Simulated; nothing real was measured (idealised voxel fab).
Process module in this document: voxel wiring stack
The figure presents cross-section cut, which has a width of 265 nm and is divided into square cells with an edge length of 5 nm.
Throughout this document, each cross-section is represented as a grid of square cells and is presented as a sequence of bands enumerated from the top downward, where a band comprises one or more rows of cells. Within each band entry, the heights of the top and of the bottom of the band appear first, in that order and in nm; the materials of the band then follow from left to right, each with its corresponding width in nm. The designation "edge to edge" on a single material indicates that it fills the band from edge to edge; the designation "air" indicates empty space. Counting heights begins at 0, where everything beneath is, in the wafer as received, one material. The lowest band has no bottom; it goes on downwards, as "top 0, no bottom" shows. Top row gets the first number, bottom row gets the second, and each row in between changes by the same step: that is how a band width like "30 to 40" works. Where the words "same as before" appear for a step, the cross-section shows no cell changed by that step; every cell remained as before. What "Trapped voids" gives you is every empty space of 8 cells or more that is cut off from the top. Each appears as width x height at distance, with the distance taken from the left edge and width, height and distance all in nm. It should be noted that, on the line of a given step, the content following the step's settings is a remark produced by the simulator itself with respect to that step. Among the settings permitted on a step's line is "overlay nm"; applied to a step with a mask, it specifies the extent to which the mask lay to the right of its planned position, whereas a negative figure signifies a position to the left. Read the rest as pairs. Take the cross-section before one process step, then the cross-section after it, which shows only down to the lowest band that changed. Under the pair, find the step between them and its settings. Bear in mind that pairs may come from different runs of this module on the same starting wafer: link a pair to the pair above it only where its entry headed "Pre-step" says to.
Pre-step:
* top 0, no bottom = Si edge to edge
* Trapped voids: none
Post-Step Cross-Section:
* top 15, bottom 0 = SiO2 edge to edge
* Beneath the level 0, the cross-section is identical to its previous state.
* Trapped voids: none
Before/after cross-sections above; step in between: CONFORMAL_DEP (material SiO2; thk nm 15)
Pre-step: it's just the after picture from the pair right above this one.
Post-Step Cross-Section:
* top 20, bottom 15 = TiN edge to edge
* Beneath the level 15, the cross-section is identical to its previous state.
* Trapped voids: none
Before/after cross-sections above; step in between: DIRECTIONAL_DEP (material TiN; thk nm 5)
Pre-step: it's just the after picture from the pair right above this one.
Post-Step Cross-Section:
* top 40, bottom 20 = Ru edge to edge
* Beneath the level 20, the cross-section is identical to its previous state.
* Trapped voids: none
Before/after cross-sections above; step in between: DIRECTIONAL_DEP (material Ru; thk nm 20)
Pre-step: it's just the after picture from the pair right above this one.
Post-Step Cross-Section:
* top 40, bottom 20 = air 40 nm; Ru 30 nm; air 20 nm; Ru 30 nm; air 20 nm; Ru 30 nm; air 20 nm; Ru 30 nm; air 45 nm
* Beneath the level 20, the cross-section is identical to its previous state.
* Trapped voids: none
Before/after cross-sections above; step in between: MASKED_ETCH (tone cover; mask id METAL_1; width nm 30; pitch nm 50; etch materials Ru; depth nm 20; overlay nm 0)
Pre-step: it's just the after picture from the pair right above this one.
Post-Step Cross-Section:
* top 40, bottom 20 = air 40 nm; Ru 30 nm; air 20 nm; Ru 30 nm; air 20 nm; Ru 30 nm; air 20 nm; Ru 30 nm; air 45 nm
* top 20, bottom 15 = air 40 nm; TiN 30 nm; air 20 nm; TiN 30 nm; air 20 nm; TiN 30 nm; air 20 nm; TiN 30 nm; air 45 nm
* Beneath the level 15, the cross-section is identical to its previous state.
* Trapped voids: none
Before/after cross-sections above; step in between: MASKED_ETCH (tone cover; mask id METAL_1; width nm 30; pitch nm 50; etch materials TiN; depth nm 5; overlay nm 0)
Pre-step: it's just the after picture from the pair right above this one.
Post-Step Cross-Section:
* top 45, bottom 40 = SiO2 edge to edge
* top 40, bottom 20 = SiO2 40 nm; Ru 30 nm; SiO2 20 nm; Ru 30 nm; SiO2 20 nm; Ru 30 nm; SiO2 20 nm; Ru 30 nm; SiO2 45 nm
* top 20, bottom 15 = SiO2 40 nm; TiN 30 nm; SiO2 20 nm; TiN 30 nm; SiO2 20 nm; TiN 30 nm; SiO2 20 nm; TiN 30 nm; SiO2 45 nm
* Beneath the level 15, the cross-section is identical to its previous state.
* Trapped voids: none
Before/after cross-sections above; step in between: FILL_DEP (material SiO2; thk nm 5)
Pre-step: it's just the after picture from the pair right above this one.
Post-Step Cross-Section:
* top 40, bottom 20 = SiO2 40 nm; Ru 30 nm; SiO2 20 nm; Ru 30 nm; SiO2 20 nm; Ru 30 nm; SiO2 20 nm; Ru 30 nm; SiO2 45 nm
* Beneath the level 20, the cross-section is identical to its previous state.
* Trapped voids: none
Before/after cross-sections above; step in between: CMP (height nm 40)
Pre-step: it's just the after picture from the pair right above this one.
Post-Step Cross-Section:
* top 45, bottom 40 = SiCN edge to edge
* Beneath the level 40, the cross-section is identical to its previous state.
* Trapped voids: none
Before/after cross-sections above; step in between: CONFORMAL_DEP (material SiCN; thk nm 5)
Pre-step: it's just the after picture from the pair right above this one.
Post-Step Cross-Section:
* top 60, bottom 45 = lowk edge to edge
* Beneath the level 45, the cross-section is identical to its previous state.
* Trapped voids: none
Before/after cross-sections above; step in between: DIRECTIONAL_DEP (material lowk; thk nm 15)
Pre-step: it's just the after picture from the pair right above this one.
Post-Step Cross-Section:
* top 60, bottom 45 = lowk 40 nm; air 15 nm; lowk 85 nm; air 15 nm; lowk 110 nm
* Beneath the level 45, the cross-section is identical to its previous state.
* Trapped voids: none
Before/after cross-sections above; step in between: MASKED_ETCH (tone open; mask id PLUG_1; width nm 15; pitch nm 100; etch materials lowk; depth nm 15; overlay nm 0)
Pre-step: it's just the after picture from the pair right above this one.
Post-Step Cross-Section:
* top 60, bottom 45 = lowk 40 nm; air 15 nm; lowk 85 nm; air 15 nm; lowk 110 nm
* top 45, bottom 40 = SiCN 40 nm; air 15 nm; SiCN 85 nm; air 15 nm; SiCN 110 nm
* Beneath the level 40, the cross-section is identical to its previous state.
* Trapped voids: none
Before/after cross-sections above; step in between: MASKED_ETCH (tone open; mask id PLUG_1; width nm 15; pitch nm 100; etch materials SiCN; depth nm 5; overlay nm 0)
Pre-step: it's just the after picture from the pair right above this one.
Post-Step Cross-Section:
* top 65, bottom 60 = TiN 45 nm; air 5 nm; TiN 95 nm; air 5 nm; TiN 115 nm
* top 60, bottom 45 = lowk 40 nm; TiN 5 nm; air 5 nm; TiN 5 nm; lowk 85 nm; TiN 5 nm; air 5 nm; TiN 5 nm; lowk 110 nm
* top 45, bottom 40 = SiCN 40 nm; TiN 15 nm; SiCN 85 nm; TiN 15 nm; SiCN 110 nm
* Beneath the level 40, the cross-section is identical to its previous state.
* Trapped voids: none
Before/after cross-sections above; step in between: CONFORMAL_DEP (material TiN; thk nm 5)
Pre-step: it's just the after picture from the pair right above this one.
Post-Step Cross-Section:
* top 75, bottom 65 = Cu edge to edge
* top 65, bottom 60 = TiN 45 nm; Cu 5 nm; TiN 95 nm; Cu 5 nm; TiN 115 nm
* top 60, bottom 45 = lowk 40 nm; TiN 5 nm; Cu 5 nm; TiN 5 nm; lowk 85 nm; TiN 5 nm; Cu 5 nm; TiN 5 nm; lowk 110 nm
* Beneath the level 45, the cross-section is identical to its previous state.
* Trapped voids: none
Before/after cross-sections above; step in between: FILL_DEP (material Cu; thk nm 10)
Pre-step: it's just the after picture from the pair right above this one.
Post-Step Cross-Section:
* top 60, bottom 45 = lowk 40 nm; TiN 5 nm; Cu 5 nm; TiN 5 nm; lowk 85 nm; TiN 5 nm; Cu 5 nm; TiN 5 nm; lowk 110 nm
* Beneath the level 45, the cross-section is identical to its previous state.
* Trapped voids: none
Before/after cross-sections above; step in between: CMP (height nm 60)
Pre-step: it's just the after picture from the pair right above this one.
Post-Step Cross-Section:
* top 65, bottom 60 = TiN edge to edge
* Beneath the level 60, the cross-section is identical to its previous state.
* Trapped voids: none
Before/after cross-sections above; step in between: DIRECTIONAL_DEP (material TiN; thk nm 5)
Pre-step: it's just the after picture from the pair right above this one.
Post-Step Cross-Section:
* top 80, bottom 65 = Ru edge to edge
* Beneath the level 65, the cross-section is identical to its previous state.
* Trapped voids: none
Before/after cross-sections above; step in between: DIRECTIONAL_DEP (material Ru; thk nm 15)
Pre-step: it's just the after picture from the pair right above this one.
Post-Step Cross-Section:
* top 95, bottom 80 = aC edge to edge
* Beneath the level 80, the cross-section is identical to its previous state.
* Trapped voids: none
Before/after cross-sections above; step in between: DIRECTIONAL_DEP (material aC; thk nm 15)
Pre-step: it's just the after picture from the pair right above this one.
Post-Step Cross-Section:
* top 125, bottom 95 = air 40 nm; resist 30 nm; air 20 nm; resist 30 nm; air 20 nm; resist 30 nm; air 20 nm; resist 30 nm; air 45 nm
* Beneath the level 95, the cross-section is identical to its previous state.
* Trapped voids: none
Before/after cross-sections above; step in between: PATTERN (tone cover; mask id METAL_2; material resist; width nm 30; pitch nm 50; thk nm 30; overlay nm 0)
Pre-step: it's just the after picture from the pair right above this one.
Post-Step Cross-Section:
* top 110, bottom 95 = air 40 nm; resist 30 nm; air 20 nm; resist 30 nm; air 20 nm; resist 30 nm; air 20 nm; resist 30 nm; air 45 nm
* top 95, bottom 80 = air 40 nm; aC 30 nm; air 20 nm; aC 30 nm; air 20 nm; aC 30 nm; air 20 nm; aC 30 nm; air 45 nm
* Beneath the level 80, the cross-section is identical to its previous state.
* Trapped voids: none
Before/after cross-sections above; step in between: DIRECTIONAL_ETCH (etch materials aC; depth nm 15)
Pre-step: it's just the after picture from the pair right above this one.
Post-Step Cross-Section:
* top 95, bottom 80 = air 40 nm; aC 30 nm; air 20 nm; aC 30 nm; air 20 nm; aC 30 nm; air 20 nm; aC 30 nm; air 45 nm
* Beneath the level 80, the cross-section is identical to its previous state.
* Trapped voids: none
Before/after cross-sections above; step in between: STRIP (etch materials resist)
Pre-step: it's just the after picture from the pair right above this one.
Post-Step Cross-Section:
* top 95, bottom 80 = air 40 nm; aC 30 nm; air 20 nm; aC 30 nm; air 20 nm; aC 30 nm; air 20 nm; aC 30 nm; air 45 nm
* top 80, bottom 65 = air 40 nm; Ru 30 nm; air 20 nm; Ru 30 nm; air 20 nm; Ru 30 nm; air 20 nm; Ru 30 nm; air 45 nm
* Beneath the level 65, the cross-section is identical to its previous state.
* Trapped voids: none
Before/after cross-sections above; step in between: DIRECTIONAL_ETCH (etch materials Ru; depth nm 15)
Pre-step: it's just the after picture from the pair right above this one.
Post-Step Cross-Section:
* top 95, bottom 80 = air 40 nm; aC 30 nm; air 20 nm; aC 30 nm; air 20 nm; aC 30 nm; air 20 nm; aC 30 nm; air 45 nm
* top 80, bottom 65 = air 40 nm; Ru 30 nm; air 20 nm; Ru 30 nm; air 20 nm; Ru 30 nm; air 20 nm; Ru 30 nm; air 45 nm
* top 65, bottom 60 = air 40 nm; TiN 30 nm; air 20 nm; TiN 30 nm; air 20 nm; TiN 30 nm; air 20 nm; TiN 30 nm; air 45 nm
* Beneath the level 60, the cross-section is identical to its previous state.
* Trapped voids: none
Before/after cross-sections above; step in between: DIRECTIONAL_ETCH (etch materials TiN; depth nm 5)
Pre-step: it's just the after picture from the pair right above this one.
Post-Step Cross-Section:
* top 80, bottom 65 = air 40 nm; Ru 30 nm; air 20 nm; Ru 30 nm; air 20 nm; Ru 30 nm; air 20 nm; Ru 30 nm; air 45 nm
* Beneath the level 65, the cross-section is identical to its previous state.
* Trapped voids: none
Before/after cross-sections above; step in between: STRIP (etch materials aC)
Pre-step: it's just the after picture from the pair right above this one.
Post-Step Cross-Section:
* top 85, bottom 80 = air 35 nm; SiCN 40 nm; air 10 nm; SiCN 40 nm; air 10 nm; SiCN 40 nm; air 10 nm; SiCN 40 nm; air 40 nm
* top 80, bottom 65 = air 35 nm; SiCN 5 nm; Ru 30 nm; SiCN 5 nm; air 10 nm; SiCN 5 nm; Ru 30 nm; SiCN 5 nm; air 10 nm; SiCN 5 nm; Ru 30 nm; SiCN 5 nm; air 10 nm; SiCN 5 nm; Ru 30 nm; SiCN 5 nm; air 40 nm
* top 65, bottom 60 = SiCN 40 nm; TiN 30 nm; SiCN 20 nm; TiN 30 nm; SiCN 20 nm; TiN 30 nm; SiCN 20 nm; TiN 30 nm; SiCN 45 nm
* Beneath the level 60, the cross-section is identical to its previous state.
* Trapped voids: none
Before/after cross-sections above; step in between: CONFORMAL_DEP (material SiCN; thk nm 5)
Pre-step: it's just the after picture from the pair right above this one.
Post-Step Cross-Section:
* top 90, bottom 85 = lowk edge to edge
* top 85, bottom 80 = lowk 35 nm; SiCN 40 nm; lowk 10 nm; SiCN 40 nm; lowk 10 nm; SiCN 40 nm; lowk 10 nm; SiCN 40 nm; lowk 40 nm
* top 80, bottom 65 = lowk 35 nm; SiCN 5 nm; Ru 30 nm; SiCN 5 nm; lowk 10 nm; SiCN 5 nm; Ru 30 nm; SiCN 5 nm; lowk 10 nm; SiCN 5 nm; Ru 30 nm; SiCN 5 nm; lowk 10 nm; SiCN 5 nm; Ru 30 nm; SiCN 5 nm; lowk 40 nm
* Beneath the level 65, the cross-section is identical to its previous state.
* Trapped voids: none
Before/after cross-sections above; step in between: FILL_DEP (material lowk; thk nm 5)
Pre-step: it's just the after picture from the pair right above this one.
Post-Step Cross-Section:
* top 80, bottom 65 = lowk 35 nm; SiCN 5 nm; Ru 30 nm; SiCN 5 nm; lowk 10 nm; SiCN 5 nm; Ru 30 nm; SiCN 5 nm; lowk 10 nm; SiCN 5 nm; Ru 30 nm; SiCN 5 nm; lowk 10 nm; SiCN 5 nm; Ru 30 nm; SiCN 5 nm; lowk 40 nm
* Beneath the level 65, the cross-section is identical to its previous state.
* Trapped voids: none
Before/after cross-sections above; step in between: CMP (height nm 80)
Pre-step: it's just the after picture from the pair right above this one.
Post-Step Cross-Section:
* top 85, bottom 80 = SiCN edge to edge
* Beneath the level 80, the cross-section is identical to its previous state.
* Trapped voids: none
Before/after cross-sections above; step in between: CONFORMAL_DEP (material SiCN; thk nm 5)
Pre-step: it's just the after picture from the pair right above this one.
Post-Step Cross-Section:
* top 100, bottom 85 = SiO2 edge to edge
* Beneath the level 85, the cross-section is identical to its previous state.
* Trapped voids: none
Before/after cross-sections above; step in between: DIRECTIONAL_DEP (material SiO2; thk nm 15)
Pre-step: it's just the after picture from the pair right above this one.
Post-Step Cross-Section:
* top 100, bottom 85 = SiO2 40 nm; air 15 nm; SiO2 85 nm; air 15 nm; SiO2 110 nm
* Beneath the level 85, the cross-section is identical to its previous state.
* Trapped voids: none
Before/after cross-sections above; step in between: MASKED_ETCH (tone open; mask id PLUG_2; width nm 15; pitch nm 100; etch materials SiO2; depth nm 15; overlay nm 0)
Pre-step: it's just the after picture from the pair right above this one.
Post-Step Cross-Section:
* top 100, bottom 85 = SiO2 40 nm; air 15 nm; SiO2 85 nm; air 15 nm; SiO2 110 nm
* top 85, bottom 80 = SiCN 40 nm; air 15 nm; SiCN 85 nm; air 15 nm; SiCN 110 nm
* Beneath the level 80, the cross-section is identical to its previous state.
* Trapped voids: none
Before/after cross-sections above; step in between: MASKED_ETCH (tone open; mask id PLUG_2; width nm 15; pitch nm 100; etch materials SiCN; depth nm 5; overlay nm 0)
Pre-step: it's just the after picture from the pair right above this one.
Post-Step Cross-Section:
* top 100, bottom 90 = SiO2 40 nm; air 15 nm; SiO2 85 nm; air 15 nm; SiO2 110 nm
* top 90, bottom 85 = SiO2 40 nm; Ru 15 nm; SiO2 85 nm; Ru 15 nm; SiO2 110 nm
* top 85, bottom 80 = SiCN 40 nm; Ru 15 nm; SiCN 85 nm; Ru 15 nm; SiCN 110 nm
* Beneath the level 80, the cross-section is identical to its previous state.
* Trapped voids: none
Before/after cross-sections above; step in between: EPI (material Ru; thk nm 10)
Pre-step: it's just the after picture from the pair right above this one.
Post-Step Cross-Section:
* top 100, bottom 85 = SiO2 40 nm; Ru 15 nm; SiO2 85 nm; Ru 15 nm; SiO2 110 nm
* Beneath the level 85, the cross-section is identical to its previous state.
* Trapped voids: none
Before/after cross-sections above; step in between: EPI (material Ru; thk nm 10)
Pre-step: it's just the after picture from the pair right above this one.
Post-Step Cross-Section:
* top 105, bottom 100 = TiN edge to edge
* Beneath the level 100, the cross-section is identical to its previous state.
* Trapped voids: none
Before/after cross-sections above; step in between: DIRECTIONAL_DEP (material TiN; thk nm 5)
Pre-step: it's just the after picture from the pair right above this one.
Post-Step Cross-Section:
* top 125, bottom 105 = Ru edge to edge
* Beneath the level 105, the cross-section is identical to its previous state.
* Trapped voids: none
Before/after cross-sections above; step in between: DIRECTIONAL_DEP (material Ru; thk nm 20)
Pre-step: it's just the after picture from the pair right above this one.
Post-Step Cross-Section:
* top 125, bottom 105 = air 40 nm; Ru 30 nm; air 20 nm; Ru 30 nm; air 20 nm; Ru 30 nm; air 20 nm; Ru 30 nm; air 45 nm
* Beneath the level 105, the cross-section is identical to its previous state.
* Trapped voids: none
Before/after cross-sections above; step in between: MASKED_ETCH (tone cover; mask id METAL_3; width nm 30; pitch nm 50; etch materials Ru; depth nm 20; overlay nm 0)
Pre-step: it's just the after picture from the pair right above this one.
Post-Step Cross-Section:
* top 125, bottom 105 = air 40 nm; Ru 30 nm; air 20 nm; Ru 30 nm; air 20 nm; Ru 30 nm; air 20 nm; Ru 30 nm; air 45 nm
* top 105, bottom 100 = air 40 nm; TiN 30 nm; air 20 nm; TiN 30 nm; air 20 nm; TiN 30 nm; air 20 nm; TiN 30 nm; air 45 nm
* Beneath the level 100, the cross-section is identical to its previous state.
* Trapped voids: none
Before/after cross-sections above; step in between: MASKED_ETCH (tone cover; mask id METAL_3; width nm 30; pitch nm 50; etch materials TiN; depth nm 5; overlay nm 0)
Pre-step: it's just the after picture from the pair right above this one.
Post-Step Cross-Section:
* top 130, bottom 125 = SiO2 edge to edge
* top 125, bottom 105 = SiO2 40 nm; Ru 30 nm; SiO2 20 nm; Ru 30 nm; SiO2 20 nm; Ru 30 nm; SiO2 20 nm; Ru 30 nm; SiO2 45 nm
* top 105, bottom 100 = SiO2 40 nm; TiN 30 nm; SiO2 20 nm; TiN 30 nm; SiO2 20 nm; TiN 30 nm; SiO2 20 nm; TiN 30 nm; SiO2 45 nm
* Beneath the level 100, the cross-section is identical to its previous state.
* Trapped voids: none
Before/after cross-sections above; step in between: FILL_DEP (material SiO2; thk nm 5)
Pre-step: it's just the after picture from the pair right above this one.
Post-Step Cross-Section:
* top 125, bottom 105 = SiO2 40 nm; Ru 30 nm; SiO2 20 nm; Ru 30 nm; SiO2 20 nm; Ru 30 nm; SiO2 20 nm; Ru 30 nm; SiO2 45 nm
* Beneath the level 105, the cross-section is identical to its previous state.
* Trapped voids: none
Before/after cross-sections above; step in between: CMP (height nm 125)
Pre-step: it's just the after picture from the pair right above this one.
Post-Step Cross-Section:
* top 130, bottom 125 = SiCN edge to edge
* Beneath the level 125, the cross-section is identical to its previous state.
* Trapped voids: none
Before/after cross-sections above; step in between: CONFORMAL_DEP (material SiCN; thk nm 5)
Pre-step: it's just the after picture from the pair right above this one.
Post-Step Cross-Section:
* top 145, bottom 130 = lowk edge to edge
* Beneath the level 130, the cross-section is identical to its previous state.
* Trapped voids: none
Before/after cross-sections above; step in between: DIRECTIONAL_DEP (material lowk; thk nm 15)
Pre-step: it's just the after picture from the pair right above this one.
Post-Step Cross-Section:
* top 145, bottom 130 = lowk 40 nm; air 15 nm; lowk 35 nm; air 15 nm; lowk 35 nm; air 15 nm; lowk 35 nm; air 15 nm; lowk 60 nm
* Beneath the level 130, the cross-section is identical to its previous state.
* Trapped voids: none
Before/after cross-sections above; step in between: MASKED_ETCH (tone open; mask id PLUG_3; width nm 15; pitch nm 50; etch materials lowk; depth nm 15; overlay nm 0)
Pre-step: it's just the after picture from the pair right above this one.
Post-Step Cross-Section:
* top 145, bottom 130 = lowk 40 nm; air 15 nm; lowk 35 nm; air 15 nm; lowk 35 nm; air 15 nm; lowk 35 nm; air 15 nm; lowk 60 nm
* top 130, bottom 125 = SiCN 40 nm; air 15 nm; SiCN 35 nm; air 15 nm; SiCN 35 nm; air 15 nm; SiCN 35 nm; air 15 nm; SiCN 60 nm
* Beneath the level 125, the cross-section is identical to its previous state.
* Trapped voids: none
Before/after cross-sections above; step in between: MASKED_ETCH (tone open; mask id PLUG_3; width nm 15; pitch nm 50; etch materials SiCN; depth nm 5; overlay nm 0)
Pre-step: it's just the after picture from the pair right above this one.
Post-Step Cross-Section:
* top 145, bottom 135 = lowk 40 nm; air 15 nm; lowk 35 nm; air 15 nm; lowk 35 nm; air 15 nm; lowk 35 nm; air 15 nm; lowk 60 nm
* top 135, bottom 130 = lowk 40 nm; Ru 15 nm; lowk 35 nm; Ru 15 nm; lowk 35 nm; Ru 15 nm; lowk 35 nm; Ru 15 nm; lowk 60 nm
* top 130, bottom 125 = SiCN 40 nm; Ru 15 nm; SiCN 35 nm; Ru 15 nm; SiCN 35 nm; Ru 15 nm; SiCN 35 nm; Ru 15 nm; SiCN 60 nm
* Beneath the level 125, the cross-section is identical to its previous state.
* Trapped voids: none
Before/after cross-sections above; step in between: EPI (material Ru; thk nm 10)
Pre-step: it's just the after picture from the pair right above this one.
Post-Step Cross-Section:
* top 145, bottom 130 = lowk 40 nm; Ru 15 nm; lowk 35 nm; Ru 15 nm; lowk 35 nm; Ru 15 nm; lowk 35 nm; Ru 15 nm; lowk 60 nm
* Beneath the level 130, the cross-section is identical to its previous state.
* Trapped voids: none
Before/after cross-sections above; step in between: EPI (material Ru; thk nm 10)
Pre-step: it's just the after picture from the pair right above this one.
Post-Step Cross-Section:
* top 150, bottom 145 = SiN edge to edge
* Beneath the level 145, the cross-section is identical to its previous state.
* Trapped voids: none
Before/after cross-sections above; step in between: CONFORMAL_DEP (material SiN; thk nm 5)
Pre-step: it's just the after picture from the pair right above this one.
Post-Step Cross-Section:
* top 165, bottom 150 = lowk edge to edge
* Beneath the level 150, the cross-section is identical to its previous state.
* Trapped voids: none
Before/after cross-sections above; step in between: DIRECTIONAL_DEP (material lowk; thk nm 15)
Pre-step: it's just the after picture from the pair right above this one.
Post-Step Cross-Section:
* top 165, bottom 150 = lowk 40 nm; air 30 nm; lowk 20 nm; air 30 nm; lowk 20 nm; air 30 nm; lowk 20 nm; air 30 nm; lowk 45 nm
* Beneath the level 150, the cross-section is identical to its previous state.
* Trapped voids: none
Before/after cross-sections above; step in between: MASKED_ETCH (tone open; mask id METAL_4; width nm 30; pitch nm 50; etch materials lowk; depth nm 15; overlay nm 0)
Pre-step: it's just the after picture from the pair right above this one.
Post-Step Cross-Section:
* top 165, bottom 150 = lowk 40 nm; air 30 nm; lowk 20 nm; air 30 nm; lowk 20 nm; air 30 nm; lowk 20 nm; air 30 nm; lowk 45 nm
* top 150, bottom 145 = SiN 40 nm; air 30 nm; SiN 20 nm; air 30 nm; SiN 20 nm; air 30 nm; SiN 20 nm; air 30 nm; SiN 45 nm
* Beneath the level 145, the cross-section is identical to its previous state.
* Trapped voids: none
Before/after cross-sections above; step in between: MASKED_ETCH (tone open; mask id METAL_4; width nm 30; pitch nm 50; etch materials SiN; depth nm 5; overlay nm 0)
Pre-step: it's just the after picture from the pair right above this one.
Post-Step Cross-Section:
* top 170, bottom 165 = TiN 45 nm; air 20 nm; TiN 30 nm; air 20 nm; TiN 30 nm; air 20 nm; TiN 30 nm; air 20 nm; TiN 50 nm
* top 165, bottom 150 = lowk 40 nm; TiN 5 nm; air 20 nm; TiN 5 nm; lowk 20 nm; TiN 5 nm; air 20 nm; TiN 5 nm; lowk 20 nm; TiN 5 nm; air 20 nm; TiN 5 nm; lowk 20 nm; TiN 5 nm; air 20 nm; TiN 5 nm; lowk 45 nm
* top 150, bottom 145 = SiN 40 nm; TiN 30 nm; SiN 20 nm; TiN 30 nm; SiN 20 nm; TiN 30 nm; SiN 20 nm; TiN 30 nm; SiN 45 nm
* Beneath the level 145, the cross-section is identical to its previous state.
* Trapped voids: none
Before/after cross-sections above; step in between: CONFORMAL_DEP (material TiN; thk nm 5)
Pre-step: it's just the after picture from the pair right above this one.
Post-Step Cross-Section:
* top 180, bottom 170 = Ru edge to edge
* top 170, bottom 165 = TiN 45 nm; Ru 20 nm; TiN 30 nm; Ru 20 nm; TiN 30 nm; Ru 20 nm; TiN 30 nm; Ru 20 nm; TiN 50 nm
* top 165, bottom 150 = lowk 40 nm; TiN 5 nm; Ru 20 nm; TiN 5 nm; lowk 20 nm; TiN 5 nm; Ru 20 nm; TiN 5 nm; lowk 20 nm; TiN 5 nm; Ru 20 nm; TiN 5 nm; lowk 20 nm; TiN 5 nm; Ru 20 nm; TiN 5 nm; lowk 45 nm
* Beneath the level 150, the cross-section is identical to its previous state.
* Trapped voids: none
Before/after cross-sections above; step in between: FILL_DEP (material Ru; thk nm 10)
Pre-step: it's just the after picture from the pair right above this one.
Post-Step Cross-Section:
* top 165, bottom 150 = lowk 40 nm; TiN 5 nm; Ru 20 nm; TiN 5 nm; lowk 20 nm; TiN 5 nm; Ru 20 nm; TiN 5 nm; lowk 20 nm; TiN 5 nm; Ru 20 nm; TiN 5 nm; lowk 20 nm; TiN 5 nm; Ru 20 nm; TiN 5 nm; lowk 45 nm
* Beneath the level 150, the cross-section is identical to its previous state.
* Trapped voids: none
Before/after cross-sections above; step in between: CMP (height nm 165)
Pre-step: it's just the after picture from the pair right above this one.
Post-Step Cross-Section:
* top 170, bottom 165 = SiCN edge to edge
* Beneath the level 165, the cross-section is identical to its previous state.
* Trapped voids: none
Before/after cross-sections above; step in between: CONFORMAL_DEP (material SiCN; thk nm 5)
Pre-step:
* top 15, bottom 0 = SiO2 edge to edge
* top 0, no bottom = Si edge to edge
* Trapped voids: none
Post-Step Cross-Section:
* top 35, bottom 15 = Ru edge to edge
* Beneath the level 15, the cross-section is identical to its previous state.
* Trapped voids: none
Before/after cross-sections above; step in between: DIRECTIONAL_DEP (material Ru; thk nm 20)
Pre-step: it's just the after picture from the pair right above this one.
Post-Step Cross-Section:
* top 35, bottom 15 = air 40 nm; Ru 30 nm; air 20 nm; Ru 30 nm; air 20 nm; Ru 30 nm; air 20 nm; Ru 30 nm; air 45 nm
* Beneath the level 15, the cross-section is identical to its previous state.
* Trapped voids: none
Before/after cross-sections above; step in between: MASKED_ETCH (tone cover; mask id METAL_1; width nm 30; pitch nm 50; etch materials Ru; depth nm 20; overlay nm 0)
Pre-step: it's just the after picture from the pair right above this one.
Post-Step Cross-Section:
* top 40, bottom 35 = SiO2 edge to edge
* top 35, bottom 15 = SiO2 40 nm; Ru 30 nm; SiO2 20 nm; Ru 30 nm; SiO2 20 nm; Ru 30 nm; SiO2 20 nm; Ru 30 nm; SiO2 45 nm
* Beneath the level 15, the cross-section is identical to its previous state.
* Trapped voids: none
Before/after cross-sections above; step in between: FILL_DEP (material SiO2; thk nm 5)
Pre-step: it's just the after picture from the pair right above this one.
Post-Step Cross-Section:
* top 45, bottom 40 = SiCN edge to edge
* Beneath the level 40, the cross-section is identical to its previous state.
* Trapped voids: none
Before/after cross-sections above; step in between: CONFORMAL_DEP (material SiCN; thk nm 5)
Pre-step: it's just the after picture from the pair right above this one.
Post-Step Cross-Section:
* top 60, bottom 45 = lowk edge to edge
* Beneath the level 45, the cross-section is identical to its previous state.
* Trapped voids: none
Before/after cross-sections above; step in between: DIRECTIONAL_DEP (material lowk; thk nm 15)
Pre-step: it's just the after picture from the pair right above this one.
Post-Step Cross-Section:
* top 60, bottom 45 = lowk 40 nm; air 15 nm; lowk 85 nm; air 15 nm; lowk 110 nm
* Beneath the level 45, the cross-section is identical to its previous state.
* Trapped voids: none
Before/after cross-sections above; step in between: MASKED_ETCH (tone open; mask id PLUG_1; width nm 15; pitch nm 100; etch materials lowk; depth nm 15; overlay nm 0)
Pre-step: it's just the after picture from the pair right above this one.
Post-Step Cross-Section:
* top 60, bottom 45 = lowk 40 nm; air 15 nm; lowk 85 nm; air 15 nm; lowk 110 nm
* top 45, bottom 40 = SiCN 40 nm; air 15 nm; SiCN 85 nm; air 15 nm; SiCN 110 nm
* Beneath the level 40, the cross-section is identical to its previous state.
* Trapped voids: none
Before/after cross-sections above; step in between: MASKED_ETCH (tone open; mask id PLUG_1; width nm 15; pitch nm 100; etch materials SiCN; depth nm 5; overlay nm 0)
Pre-step: it's just the after picture from the pair right above this one.
Post-Step Cross-Section:
* top 65, bottom 60 = TiN 45 nm; air 5 nm; TiN 95 nm; air 5 nm; TiN 115 nm
* top 60, bottom 45 = lowk 40 nm; TiN 5 nm; air 5 nm; TiN 5 nm; lowk 85 nm; TiN 5 nm; air 5 nm; TiN 5 nm; lowk 110 nm
* top 45, bottom 40 = SiCN 40 nm; TiN 15 nm; SiCN 85 nm; TiN 15 nm; SiCN 110 nm
* Beneath the level 40, the cross-section is identical to its previous state.
* Trapped voids: none
Before/after cross-sections above; step in between: CONFORMAL_DEP (material TiN; thk nm 5)
Pre-step: it's just the after picture from the pair right above this one.
Post-Step Cross-Section:
* top 75, bottom 65 = Cu edge to edge
* top 65, bottom 60 = TiN 45 nm; Cu 5 nm; TiN 95 nm; Cu 5 nm; TiN 115 nm
* top 60, bottom 45 = lowk 40 nm; TiN 5 nm; Cu 5 nm; TiN 5 nm; lowk 85 nm; TiN 5 nm; Cu 5 nm; TiN 5 nm; lowk 110 nm
* Beneath the level 45, the cross-section is identical to its previous state.
* Trapped voids: none
Before/after cross-sections above; step in between: FILL_DEP (material Cu; thk nm 10)
Pre-step: it's just the after picture from the pair right above this one.
Post-Step Cross-Section:
* top 60, bottom 45 = lowk 40 nm; TiN 5 nm; Cu 5 nm; TiN 5 nm; lowk 85 nm; TiN 5 nm; Cu 5 nm; TiN 5 nm; lowk 110 nm
* Beneath the level 45, the cross-section is identical to its previous state.
* Trapped voids: none
Before/after cross-sections above; step in between: CMP (height nm 60)
Pre-step: it's just the after picture from the pair right above this one.
Post-Step Cross-Section:
* top 65, bottom 60 = TiN edge to edge
* Beneath the level 60, the cross-section is identical to its previous state.
* Trapped voids: none
Before/after cross-sections above; step in between: DIRECTIONAL_DEP (material TiN; thk nm 5)
Pre-step: it's just the after picture from the pair right above this one.
Post-Step Cross-Section:
* top 80, bottom 65 = Ru edge to edge
* Beneath the level 65, the cross-section is identical to its previous state.
* Trapped voids: none
Before/after cross-sections above; step in between: DIRECTIONAL_DEP (material Ru; thk nm 15)
Pre-step: it's just the after picture from the pair right above this one.
Post-Step Cross-Section:
* top 95, bottom 80 = aC edge to edge
* Beneath the level 80, the cross-section is identical to its previous state.
* Trapped voids: none
Before/after cross-sections above; step in between: DIRECTIONAL_DEP (material aC; thk nm 15)
